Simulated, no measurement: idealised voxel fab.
process module | voxel transistor to metal
cross-section cut | 195 nm wide | cells 5 nm
A cross-section is a grid of square cells, given in bands from the top down. A band is one or more rows of cells.
Each band's line starts with the height of the band's top and of its bottom, in nm. Then come its materials from left to right, each with its width in nm. One material with "throughout" fills the band from edge to edge. "air" is empty space.
Height 0 is the level under which the wafer as received is all one material. The lowest band goes on downwards, as in "0 down".
A width such as "30 to 40" changes by the same amount from each row of cells to the next, from the band's top row to its bottom row.
"no change" after a step means that no cell of the cross-section changed.
closed voids: empty space of 8 cells or more with no open way to the top, each as width x height at its distance from the left edge, in nm
after a step's settings: what the simulator itself notes on the step
overlay nm, on a step with a mask: how far to the right of its planned place the mask lay; to the left if negative
plan
1 op RECEIVE | material Si
2 op CONFORMAL_DEP | material SiO2 | thk nm 5
3 op CONFORMAL_DEP | material SiN | thk nm 10
4 op PATTERN | tone cover | mask id ACTIVE | material resist | width nm 110 | thk nm 20 | overlay nm 0
5 op DIRECTIONAL_ETCH | etch materials SiN | depth nm 10
6 op DIRECTIONAL_ETCH | etch materials SiO2 | depth nm 5
7 op DIRECTIONAL_ETCH | etch materials Si | depth nm 20
8 op STRIP | etch materials resist
9 op FILL_DEP | material SiO2 | thk nm 5
10 op CMP | height nm 15
11 op SELECTIVE_ETCH | etch materials SiO2 | depth nm 5
12 op STRIP | etch materials SiN
13 op SELECTIVE_ETCH | etch materials SiO2 | depth nm 5
14 op OXIDIZE | depth nm 5
15 op DIRECTIONAL_DEP | material polySi | thk nm 20
16 op DIRECTIONAL_DEP | material SiCN | thk nm 15
17 op MASKED_ETCH | tone cover | mask id GATE | width nm 30 | etch materials SiCN | depth nm 25 | overlay nm 0
18 op MASKED_ETCH | tone cover | mask id GATE | width nm 30 | etch materials polySi | depth nm 30 | overlay nm 0
19 op CONFORMAL_DEP | material SiN | thk nm 5
20 op DIRECTIONAL_ETCH | etch materials SiN | depth nm 5
21 op DIRECTIONAL_ETCH | etch materials SiO2 | depth nm 5
22 op EPI | material nSi | thk nm 5
23 op FILL_DEP | material SiO2 | thk nm 10
24 op CMP | height nm 20
25 op STRIP | etch materials polySi
26 op SELECTIVE_ETCH | etch materials SiO2 | depth nm 5
27 op CONFORMAL_DEP | material HfO2 | thk nm 5
28 op CONFORMAL_DEP | material TiN | thk nm 5
29 op FILL_DEP | material W | thk nm 5
30 op CMP | height nm 15
31 op DIRECTIONAL_DEP | material SiO2 | thk nm 15
32 op DIRECTIONAL_DEP | material aC | thk nm 15
33 op PATTERN | tone open | mask id CONTACT | material resist | width nm 15 | pitch nm 75 | thk nm 35 | overlay nm 0
34 op DIRECTIONAL_ETCH | etch materials aC | depth nm 15
35 op STRIP | etch materials resist
36 op DIRECTIONAL_ETCH | etch materials SiO2 | depth nm 30
37 op STRIP | etch materials aC
38 op CONFORMAL_DEP | material TiN | thk nm 5
39 op FILL_DEP | material Ru | thk nm 10
40 op CMP | height nm 30
41 op DIRECTIONAL_DEP | material TiN | thk nm 5
42 op DIRECTIONAL_DEP | material Ru | thk nm 20
43 op MASKED_ETCH | tone cover | mask id METAL_1 | width nm 15 | pitch nm 75 | etch materials Ru | depth nm 20 | overlay nm 0
44 op MASKED_ETCH | tone cover | mask id METAL_1 | width nm 15 | pitch nm 75 | etch materials TiN | depth nm 5 | overlay nm 0
45 op FILL_DEP | material lowk | thk nm 5
46 op CMP | height nm 55
47 op CONFORMAL_DEP | material SiCN | thk nm 5
48 op DIRECTIONAL_DEP | material lowk | thk nm 35
49 op DIRECTIONAL_DEP | material aC | thk nm 15
50 op PATTERN | tone open | mask id METAL_2 | material resist | width nm 15 | pitch nm 75 | thk nm 35 | overlay nm 0
51 op DIRECTIONAL_ETCH | etch materials aC | depth nm 15
52 op STRIP | etch materials resist
53 op DIRECTIONAL_ETCH | etch materials lowk | depth nm 20
54 op STRIP | etch materials aC
55 op DIRECTIONAL_DEP | material aC | thk nm 15
56 op PATTERN | tone open | mask id METAL_2_HOLES | material resist | width nm 15 | pitch nm 75 | thk nm 35 | overlay nm 0
57 op DIRECTIONAL_ETCH | etch materials aC | depth nm 15
58 op STRIP | etch materials resist
59 op DIRECTIONAL_ETCH | etch materials lowk | depth nm 15
60 op DIRECTIONAL_ETCH | etch materials SiCN | depth nm 5
61 op STRIP | etch materials aC
62 op CONFORMAL_DEP | material TiN | thk nm 5
63 op FILL_DEP | material Ru | thk nm 5
64 op CMP | height nm 95
65 op CONFORMAL_DEP | material SiN | thk nm 5
first wafer, as planned
as received, after step 1
  0 down: Si throughout
  closed voids: none
after step 2
  5 to 0: SiO2 throughout
  below 0: unchanged
after step 3
  15 to 5: SiN throughout
  below 5: unchanged
after step 4
  35 to 15: air 40 | resist 110 | air 45
  below 15: unchanged
after step 5
  35 to 15: air 40 | resist 110 | air 45
  15 to 5: air 40 | SiN 110 | air 45
  below 5: unchanged
after step 6
  35 to 15: air 40 | resist 110 | air 45
  15 to 5: air 40 | SiN 110 | air 45
  5 to 0: air 40 | SiO2 110 | air 45
  below 0: unchanged
after step 7
  35 to 15: air 40 | resist 110 | air 45
  15 to 5: air 40 | SiN 110 | air 45
  5 to 0: air 40 | SiO2 110 | air 45
  0 to -20: air 40 | Si 110 | air 45
  below -20: unchanged
after step 8
  15 to 5: air 40 | SiN 110 | air 45
  below 5: unchanged
after step 9
  20 to 15: SiO2 throughout
  15 to 5: SiO2 40 | SiN 110 | SiO2 45
  5 to 0: SiO2 throughout
  0 to -20: SiO2 40 | Si 110 | SiO2 45
  below -20: unchanged
after step 10
  15 to 5: SiO2 40 | SiN 110 | SiO2 45
  below 5: unchanged
after step 11
  15 to 10: air 40 | SiN 110 | air 45
  below 10: unchanged
after step 12
  10 to 5: SiO2 40 | air 110 | SiO2 45
  below 5: unchanged
after step 13
  5 to 0: SiO2 35 | air 120 | SiO2 40
  below 0: unchanged
after step 14
  5 to 0: SiO2 35 | air 120 | SiO2 40
  0 to -5: SiO2 throughout
  below -5: unchanged
after step 15
  25 to 20: polySi 35 | air 120 | polySi 40
  20 to 5: polySi throughout
  5 to 0: SiO2 35 | polySi 120 | SiO2 40
  below 0: unchanged
after step 16
  40 to 35: SiCN 35 | air 120 | SiCN 40
  35 to 25: SiCN throughout
  25 to 20: polySi 35 | SiCN 120 | polySi 40
  below 20: unchanged
after step 17
  35 to 25: air 80 | SiCN 30 | air 85
  25 to 20: polySi 35 | air 45 | SiCN 30 | air 45 | polySi 40
  below 20: unchanged
after step 18
  35 to 20: air 80 | SiCN 30 | air 85
  20 to 5: air 80 | polySi 30 | air 85
  5 to 0: SiO2 35 | air 45 | polySi 30 | air 45 | SiO2 40
  below 0: unchanged
after step 19
  40 to 35: air 75 | SiN 40 | air 80
  35 to 20: air 75 | SiN 5 | SiCN 30 | SiN 5 | air 80
  20 to 10: air 75 | SiN 5 | polySi 30 | SiN 5 | air 80
  10 to 5: SiN 40 | air 35 | SiN 5 | polySi 30 | SiN 5 | air 35 | SiN 45
  5 to 0: SiO2 35 | SiN 45 | polySi 30 | SiN 45 | SiO2 40
  below 0: unchanged
after step 20
  35 to 20: air 75 | SiN 5 | SiCN 30 | SiN 5 | air 80
  20 to 5: air 75 | SiN 5 | polySi 30 | SiN 5 | air 80
  5 to 0: SiO2 35 | SiN 5 | air 35 | SiN 5 | polySi 30 | SiN 5 | air 35 | SiN 5 | SiO2 40
  below 0: unchanged
after step 21
  35 to 20: air 75 | SiN 5 | SiCN 30 | SiN 5 | air 80
  20 to 5: air 75 | SiN 5 | polySi 30 | SiN 5 | air 80
  5 to 0: air 35 | SiN 5 | air 35 | SiN 5 | polySi 30 | SiN 5 | air 35 | SiN 5 | air 40
  0 to -5: SiO2 40 | air 35 | SiO2 40 | air 35 | SiO2 45
  below -5: unchanged
after step 22
  35 to 20: air 75 | SiN 5 | SiCN 30 | SiN 5 | air 80
  20 to 5: air 75 | SiN 5 | polySi 30 | SiN 5 | air 80
  5 to 0: air 35 | SiN 5 | air 35 | SiN 5 | polySi 30 | SiN 5 | air 35 | SiN 5 | air 40
  0 to -5: SiO2 40 | nSi 35 | SiO2 40 | nSi 35 | SiO2 45
  below -5: unchanged
after step 23
  45 to 35: SiO2 throughout
  35 to 20: SiO2 75 | SiN 5 | SiCN 30 | SiN 5 | SiO2 80
  20 to 5: SiO2 75 | SiN 5 | polySi 30 | SiN 5 | SiO2 80
  5 to 0: SiO2 35 | SiN 5 | SiO2 35 | SiN 5 | polySi 30 | SiN 5 | SiO2 35 | SiN 5 | SiO2 40
  below 0: unchanged
after step 24
  20 to 5: SiO2 75 | SiN 5 | polySi 30 | SiN 5 | SiO2 80
  below 5: unchanged
after step 25
  20 to 5: SiO2 75 | SiN 5 | air 30 | SiN 5 | SiO2 80
  5 to 0: SiO2 35 | SiN 5 | SiO2 35 | SiN 5 | air 30 | SiN 5 | SiO2 35 | SiN 5 | SiO2 40
  below 0: unchanged
after step 26
  20 to 15: air 75 | SiN 5 | air 30 | SiN 5 | air 80
  15 to 5: SiO2 75 | SiN 5 | air 30 | SiN 5 | SiO2 80
  5 to 0: SiO2 35 | SiN 5 | SiO2 35 | SiN 5 | air 30 | SiN 5 | SiO2 35 | SiN 5 | SiO2 40
  0 to -5: SiO2 40 | nSi 35 | air 40 | nSi 35 | SiO2 45
  below -5: unchanged
after step 27
  25 to 20: air 70 | HfO2 15 | air 20 | HfO2 15 | air 75
  20 to 15: HfO2 75 | SiN 5 | HfO2 5 | air 20 | HfO2 5 | SiN 5 | HfO2 80
  15 to 5: SiO2 75 | SiN 5 | HfO2 5 | air 20 | HfO2 5 | SiN 5 | SiO2 80
  5 to 0: SiO2 35 | SiN 5 | SiO2 35 | SiN 5 | HfO2 5 | air 20 | HfO2 5 | SiN 5 | SiO2 35 | SiN 5 | SiO2 40
  0 to -5: SiO2 40 | nSi 35 | HfO2 40 | nSi 35 | SiO2 45
  below -5: unchanged
after step 28
  30 to 25: air 65 | TiN 25 | air 10 | TiN 25 | air 70
  25 to 20: TiN 70 | HfO2 15 | TiN 5 | air 10 | TiN 5 | HfO2 15 | TiN 75
  20 to 15: HfO2 75 | SiN 5 | HfO2 5 | TiN 5 | air 10 | TiN 5 | HfO2 5 | SiN 5 | HfO2 80
  15 to 5: SiO2 75 | SiN 5 | HfO2 5 | TiN 5 | air 10 | TiN 5 | HfO2 5 | SiN 5 | SiO2 80
  5 to 0: SiO2 35 | SiN 5 | SiO2 35 | SiN 5 | HfO2 5 | TiN 20 | HfO2 5 | SiN 5 | SiO2 35 | SiN 5 | SiO2 40
  below 0: unchanged
after step 29
  35 to 30: W throughout
  30 to 25: W 65 | TiN 25 | W 10 | TiN 25 | W 70
  25 to 20: TiN 70 | HfO2 15 | TiN 5 | W 10 | TiN 5 | HfO2 15 | TiN 75
  20 to 15: HfO2 75 | SiN 5 | HfO2 5 | TiN 5 | W 10 | TiN 5 | HfO2 5 | SiN 5 | HfO2 80
  15 to 5: SiO2 75 | SiN 5 | HfO2 5 | TiN 5 | W 10 | TiN 5 | HfO2 5 | SiN 5 | SiO2 80
  below 5: unchanged
after step 30
  15 to 5: SiO2 75 | SiN 5 | HfO2 5 | TiN 5 | W 10 | TiN 5 | HfO2 5 | SiN 5 | SiO2 80
  below 5: unchanged
after step 31
  30 to 15: SiO2 throughout
  below 15: unchanged
after step 32
  45 to 30: aC throughout
  below 30: unchanged
after step 33
  80 to 45: resist 50 | air 15 | resist 60 | air 15 | resist 55
  below 45: unchanged
after step 34
  65 to 45: resist 50 | air 15 | resist 60 | air 15 | resist 55
  45 to 30: aC 50 | air 15 | aC 60 | air 15 | aC 55
  below 30: unchanged
after step 35
  45 to 30: aC 50 | air 15 | aC 60 | air 15 | aC 55
  below 30: unchanged
after step 36
  45 to 30: aC 50 | air 15 | aC 60 | air 15 | aC 55
  30 to 15: SiO2 50 | air 15 | SiO2 60 | air 15 | SiO2 55
  15 to 5: SiO2 50 | air 15 | SiO2 10 | SiN 5 | HfO2 5 | TiN 5 | W 10 | TiN 5 | HfO2 5 | SiN 5 | SiO2 10 | air 15 | SiO2 55
  5 to 0: SiO2 35 | SiN 5 | SiO2 10 | air 15 | SiO2 10 | SiN 5 | HfO2 5 | TiN 20 | HfO2 5 | SiN 5 | SiO2 10 | air 15 | SiO2 10 | SiN 5 | SiO2 40
  below 0: unchanged
after step 37
  30 to 15: SiO2 50 | air 15 | SiO2 60 | air 15 | SiO2 55
  below 15: unchanged
after step 38
  35 to 30: TiN 55 | air 5 | TiN 70 | air 5 | TiN 60
  30 to 15: SiO2 50 | TiN 5 | air 5 | TiN 5 | SiO2 60 | TiN 5 | air 5 | TiN 5 | SiO2 55
  15 to 5: SiO2 50 | TiN 5 | air 5 | TiN 5 | SiO2 10 | SiN 5 | HfO2 5 | TiN 5 | W 10 | TiN 5 | HfO2 5 | SiN 5 | SiO2 10 | TiN 5 | air 5 | TiN 5 | SiO2 55
  5 to 0: SiO2 35 | SiN 5 | SiO2 10 | TiN 15 | SiO2 10 | SiN 5 | HfO2 5 | TiN 20 | HfO2 5 | SiN 5 | SiO2 10 | TiN 15 | SiO2 10 | SiN 5 | SiO2 40
  below 0: unchanged
after step 39
  45 to 35: Ru throughout
  35 to 30: TiN 55 | Ru 5 | TiN 70 | Ru 5 | TiN 60
  30 to 15: SiO2 50 | TiN 5 | Ru 5 | TiN 5 | SiO2 60 | TiN 5 | Ru 5 | TiN 5 | SiO2 55
  15 to 5: SiO2 50 | TiN 5 | Ru 5 | TiN 5 | SiO2 10 | SiN 5 | HfO2 5 | TiN 5 | W 10 | TiN 5 | HfO2 5 | SiN 5 | SiO2 10 | TiN 5 | Ru 5 | TiN 5 | SiO2 55
  below 5: unchanged
after step 40
  30 to 15: SiO2 50 | TiN 5 | Ru 5 | TiN 5 | SiO2 60 | TiN 5 | Ru 5 | TiN 5 | SiO2 55
  below 15: unchanged
after step 41
  35 to 30: TiN throughout
  below 30: unchanged
after step 42
  55 to 35: Ru throughout
  below 35: unchanged
after step 43
  55 to 35: air 50 | Ru 15 | air 60 | Ru 15 | air 55
  below 35: unchanged
after step 44
  55 to 35: air 50 | Ru 15 | air 60 | Ru 15 | air 55
  35 to 30: air 50 | TiN 15 | air 60 | TiN 15 | air 55
  below 30: unchanged
after step 45
  60 to 55: lowk throughout
  55 to 35: lowk 50 | Ru 15 | lowk 60 | Ru 15 | lowk 55
  35 to 30: lowk 50 | TiN 15 | lowk 60 | TiN 15 | lowk 55
  below 30: unchanged
after step 46
  55 to 35: lowk 50 | Ru 15 | lowk 60 | Ru 15 | lowk 55
  below 35: unchanged
after step 47
  60 to 55: SiCN throughout
  below 55: unchanged
after step 48
  95 to 60: lowk throughout
  below 60: unchanged
after step 49
  110 to 95: aC throughout
  below 95: unchanged
after step 50
  145 to 110: resist 50 | air 15 | resist 60 | air 15 | resist 55
  below 110: unchanged
after step 51
  130 to 110: resist 50 | air 15 | resist 60 | air 15 | resist 55
  110 to 95: aC 50 | air 15 | aC 60 | air 15 | aC 55
  below 95: unchanged
after step 52
  110 to 95: aC 50 | air 15 | aC 60 | air 15 | aC 55
  below 95: unchanged
after step 53
  110 to 95: aC 50 | air 15 | aC 60 | air 15 | aC 55
  95 to 75: lowk 50 | air 15 | lowk 60 | air 15 | lowk 55
  below 75: unchanged
after step 54
  95 to 75: lowk 50 | air 15 | lowk 60 | air 15 | lowk 55
  below 75: unchanged
after step 55
  110 to 95: aC 50 | air 15 | aC 60 | air 15 | aC 55
  95 to 90: lowk 50 | air 15 | lowk 60 | air 15 | lowk 55
  90 to 75: lowk 50 | aC 15 | lowk 60 | aC 15 | lowk 55
  below 75: unchanged
after step 56
  145 to 110: resist 50 | air 15 | resist 60 | air 15 | resist 55
  below 110: unchanged
after step 57
  130 to 110: resist 50 | air 15 | resist 60 | air 15 | resist 55
  110 to 95: aC 50 | air 15 | aC 60 | air 15 | aC 55
  95 to 75: lowk 50 | air 15 | lowk 60 | air 15 | lowk 55
  below 75: unchanged
after step 58
  110 to 95: aC 50 | air 15 | aC 60 | air 15 | aC 55
  below 95: unchanged
after step 59
  110 to 95: aC 50 | air 15 | aC 60 | air 15 | aC 55
  95 to 60: lowk 50 | air 15 | lowk 60 | air 15 | lowk 55
  below 60: unchanged
after step 60
  110 to 95: aC 50 | air 15 | aC 60 | air 15 | aC 55
  95 to 60: lowk 50 | air 15 | lowk 60 | air 15 | lowk 55
  60 to 55: SiCN 50 | air 15 | SiCN 60 | air 15 | SiCN 55
  below 55: unchanged
after step 61
  95 to 60: lowk 50 | air 15 | lowk 60 | air 15 | lowk 55
  below 60: unchanged
after step 62
  100 to 95: TiN 55 | air 5 | TiN 70 | air 5 | TiN 60
  95 to 60: lowk 50 | TiN 5 | air 5 | TiN 5 | lowk 60 | TiN 5 | air 5 | TiN 5 | lowk 55
  60 to 55: SiCN 50 | TiN 15 | SiCN 60 | TiN 15 | SiCN 55
  below 55: unchanged
after step 63
  105 to 100: Ru throughout
  100 to 95: TiN 55 | Ru 5 | TiN 70 | Ru 5 | TiN 60
  95 to 60: lowk 50 | TiN 5 | Ru 5 | TiN 5 | lowk 60 | TiN 5 | Ru 5 | TiN 5 | lowk 55
  below 60: unchanged
after step 64
  95 to 60: lowk 50 | TiN 5 | Ru 5 | TiN 5 | lowk 60 | TiN 5 | Ru 5 | TiN 5 | lowk 55
  below 60: unchanged
after step 65
  100 to 95: SiN throughout
  below 95: unchanged
second wafer: like start, like plan, one mistake. Through step 32 it matches the first wafer
when step 33 should have ended
  80 to 45: resist 45 | air 15 | resist 60 | air 15 | resist 60
  below 45: unchanged
when step 34 should have ended
  65 to 45: resist 45 | air 15 | resist 60 | air 15 | resist 60
  45 to 30: aC 45 | air 15 | aC 60 | air 15 | aC 60
  below 30: unchanged
when step 35 should have ended
  45 to 30: aC 45 | air 15 | aC 60 | air 15 | aC 60
  below 30: unchanged
when step 36 should have ended
  45 to 30: aC 45 | air 15 | aC 60 | air 15 | aC 60
  30 to 15: SiO2 45 | air 15 | SiO2 60 | air 15 | SiO2 60
  15 to 5: SiO2 45 | air 15 | SiO2 15 | SiN 5 | HfO2 5 | TiN 5 | W 10 | TiN 5 | HfO2 5 | SiN 5 | SiO2 5 | air 15 | SiO2 60
  5 to 0: SiO2 35 | SiN 5 | SiO2 5 | air 15 | SiO2 15 | SiN 5 | HfO2 5 | TiN 20 | HfO2 5 | SiN 5 | SiO2 5 | air 15 | SiO2 15 | SiN 5 | SiO2 40
  below 0: unchanged
when step 37 should have ended
  30 to 15: SiO2 45 | air 15 | SiO2 60 | air 15 | SiO2 60
  below 15: unchanged
when step 38 should have ended
  35 to 30: TiN 50 | air 5 | TiN 70 | air 5 | TiN 65
  30 to 15: SiO2 45 | TiN 5 | air 5 | TiN 5 | SiO2 60 | TiN 5 | air 5 | TiN 5 | SiO2 60
  15 to 5: SiO2 45 | TiN 5 | air 5 | TiN 5 | SiO2 15 | SiN 5 | HfO2 5 | TiN 5 | W 10 | TiN 5 | HfO2 5 | SiN 5 | SiO2 5 | TiN 5 | air 5 | TiN 5 | SiO2 60
  5 to 0: SiO2 35 | SiN 5 | SiO2 5 | TiN 15 | SiO2 15 | SiN 5 | HfO2 5 | TiN 20 | HfO2 5 | SiN 5 | SiO2 5 | TiN 15 | SiO2 15 | SiN 5 | SiO2 40
  below 0: unchanged
when step 39 should have ended
  45 to 35: Ru throughout
  35 to 30: TiN 50 | Ru 5 | TiN 70 | Ru 5 | TiN 65
  30 to 15: SiO2 45 | TiN 5 | Ru 5 | TiN 5 | SiO2 60 | TiN 5 | Ru 5 | TiN 5 | SiO2 60
  15 to 5: SiO2 45 | TiN 5 | Ru 5 | TiN 5 | SiO2 15 | SiN 5 | HfO2 5 | TiN 5 | W 10 | TiN 5 | HfO2 5 | SiN 5 | SiO2 5 | TiN 5 | Ru 5 | TiN 5 | SiO2 60
  below 5: unchanged
when step 40 should have ended
  30 to 15: SiO2 45 | TiN 5 | Ru 5 | TiN 5 | SiO2 60 | TiN 5 | Ru 5 | TiN 5 | SiO2 60
  below 15: unchanged
when step 41 should have ended
  35 to 30: TiN throughout
  below 30: unchanged
when step 42 should have ended
  55 to 35: Ru throughout
  below 35: unchanged
when step 43 should have ended
  55 to 35: air 50 | Ru 15 | air 60 | Ru 15 | air 55
  below 35: unchanged
when step 44 should have ended
  55 to 35: air 50 | Ru 15 | air 60 | Ru 15 | air 55
  35 to 30: air 50 | TiN 15 | air 60 | TiN 15 | air 55
  below 30: unchanged
when step 45 should have ended
  60 to 55: lowk throughout
  55 to 35: lowk 50 | Ru 15 | lowk 60 | Ru 15 | lowk 55
  35 to 30: lowk 50 | TiN 15 | lowk 60 | TiN 15 | lowk 55
  below 30: unchanged
when step 46 should have ended
  55 to 35: lowk 50 | Ru 15 | lowk 60 | Ru 15 | lowk 55
  below 35: unchanged
when step 47 should have ended
  60 to 55: SiCN throughout
  below 55: unchanged
when step 48 should have ended
  95 to 60: lowk throughout
  below 60: unchanged
when step 49 should have ended
  110 to 95: aC throughout
  below 95: unchanged
when step 50 should have ended
  145 to 110: resist 50 | air 15 | resist 60 | air 15 | resist 55
  below 110: unchanged
when step 51 should have ended
  130 to 110: resist 50 | air 15 | resist 60 | air 15 | resist 55
  110 to 95: aC 50 | air 15 | aC 60 | air 15 | aC 55
  below 95: unchanged
when step 52 should have ended
  110 to 95: aC 50 | air 15 | aC 60 | air 15 | aC 55
  below 95: unchanged
when step 53 should have ended
  110 to 95: aC 50 | air 15 | aC 60 | air 15 | aC 55
  95 to 75: lowk 50 | air 15 | lowk 60 | air 15 | lowk 55
  below 75: unchanged
when step 54 should have ended
  95 to 75: lowk 50 | air 15 | lowk 60 | air 15 | lowk 55
  below 75: unchanged
when step 55 should have ended
  110 to 95: aC 50 | air 15 | aC 60 | air 15 | aC 55
  95 to 90: lowk 50 | air 15 | lowk 60 | air 15 | lowk 55
  90 to 75: lowk 50 | aC 15 | lowk 60 | aC 15 | lowk 55
  below 75: unchanged
when step 56 should have ended
  145 to 110: resist 50 | air 15 | resist 60 | air 15 | resist 55
  below 110: unchanged
when step 57 should have ended
  130 to 110: resist 50 | air 15 | resist 60 | air 15 | resist 55
  110 to 95: aC 50 | air 15 | aC 60 | air 15 | aC 55
  95 to 75: lowk 50 | air 15 | lowk 60 | air 15 | lowk 55
  below 75: unchanged
when step 58 should have ended
  110 to 95: aC 50 | air 15 | aC 60 | air 15 | aC 55
  below 95: unchanged
when step 59 should have ended
  110 to 95: aC 50 | air 15 | aC 60 | air 15 | aC 55
  95 to 60: lowk 50 | air 15 | lowk 60 | air 15 | lowk 55
  below 60: unchanged
when step 60 should have ended
  110 to 95: aC 50 | air 15 | aC 60 | air 15 | aC 55
  95 to 60: lowk 50 | air 15 | lowk 60 | air 15 | lowk 55
  60 to 55: SiCN 50 | air 15 | SiCN 60 | air 15 | SiCN 55
  below 55: unchanged
when step 61 should have ended
  95 to 60: lowk 50 | air 15 | lowk 60 | air 15 | lowk 55
  below 60: unchanged
when step 62 should have ended
  100 to 95: TiN 55 | air 5 | TiN 70 | air 5 | TiN 60
  95 to 60: lowk 50 | TiN 5 | air 5 | TiN 5 | lowk 60 | TiN 5 | air 5 | TiN 5 | lowk 55
  60 to 55: SiCN 50 | TiN 15 | SiCN 60 | TiN 15 | SiCN 55
  below 55: unchanged
when step 63 should have ended
  105 to 100: Ru throughout
  100 to 95: TiN 55 | Ru 5 | TiN 70 | Ru 5 | TiN 60
  95 to 60: lowk 50 | TiN 5 | Ru 5 | TiN 5 | lowk 60 | TiN 5 | Ru 5 | TiN 5 | lowk 55
  below 60: unchanged
when step 64 should have ended
  95 to 60: lowk 50 | TiN 5 | Ru 5 | TiN 5 | lowk 60 | TiN 5 | Ru 5 | TiN 5 | lowk 55
  below 60: unchanged
when step 65 should have ended
  100 to 95: SiN throughout
  below 95: unchanged
what went wrong: step 33 ran as: op PATTERN | tone open | mask id CONTACT | material resist | width nm 15 | pitch nm 75 | thk nm 35 | overlay nm -5
at the end the second wafer has, in cells: as many of each material as the first, in other places
